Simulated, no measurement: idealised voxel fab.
You're looking at the process module voxel quadruple lines.
Each square cell in cross-section cut measures 5 nm, and the section as a whole is 200 nm wide.
A cross-section is written here as square cells arranged in a grid, and it is given in bands from the top down, each band taking up one or more rows of cells.
Within each band entry, the heights of the top and of the bottom of the band appear first, in that order and in nm; the materials of the band then follow from left to right, each with its corresponding width in nm. The designation "all across" on a single material indicates that it fills the band from edge to edge; the designation "empty" indicates empty space.
Measure heights from 0. That's the level where, below it, the as-received wafer is all one material. The lowest band is bottomless and extends downward; write it as in "from 0 down".
Width spec "30->40" -> top row of cells at first value, bottom row at second value, equal per-row change in between.
No cell of the cross-section changed in a step that is given as "identical to before".
This entry, "Enclosed void listing", enumerates those empty regions of no fewer than 8 cells that possess no open connection to the top. Each region is reported in the form width x height at distance, the distance being taken from the left edge, with all three quantities expressed in nm.
It should be noted that, on the line of a given step, the content following the step's settings is a remark produced by the simulator itself with respect to that step.
The optional step-line setting "overlay nm" applies to steps with a mask and quantifies how far to the right of its planned location the mask lay, a negative value indicating leftward placement.
## Steps planned for the process
1 RECEIVE: material Si
2 CONFORMAL_DEP: material Al2O3, thk nm 5
3 DIRECTIONAL_DEP: material Ru, thk nm 10
4 DIRECTIONAL_DEP: material polySi, thk nm 20
5 DIRECTIONAL_DEP: material aC, thk nm 20
6 PATTERN: tone cover, mask id MANDREL, material resist, width nm 20, pitch nm 60, thk nm 30, overlay nm 0
7 DIRECTIONAL_ETCH: etch materials aC, depth nm 20
8 STRIP: etch materials resist
9 CONFORMAL_DEP: material SiO2, thk nm 10
10 DIRECTIONAL_ETCH: etch materials SiO2, depth nm 10
11 STRIP: etch materials aC
12 DIRECTIONAL_ETCH: etch materials polySi, depth nm 20
13 STRIP: etch materials SiO2
14 CONFORMAL_DEP: material SiN, thk nm 5
15 DIRECTIONAL_ETCH: etch materials SiN, depth nm 5
16 STRIP: etch materials polySi
17 DIRECTIONAL_ETCH: etch materials Ru, depth nm 10
18 STRIP: etch materials SiN
19 FILL_DEP: material SiO2, thk nm 10
20 CMP: height nm 15
## Cross-section of the incoming wafer, state after step 1
from 0 down = Si all across
Enclosed void listing: none
## Cross-section at module end, one run error; start and plan unchanged from above
from 15 to 5 = polySi all across
from 5 to 0 = Al2O3 all across
from 0 down = Si all across
Enclosed void listing: none
Processing error: mixed up steps 3 and 4 - ran each in the other's place
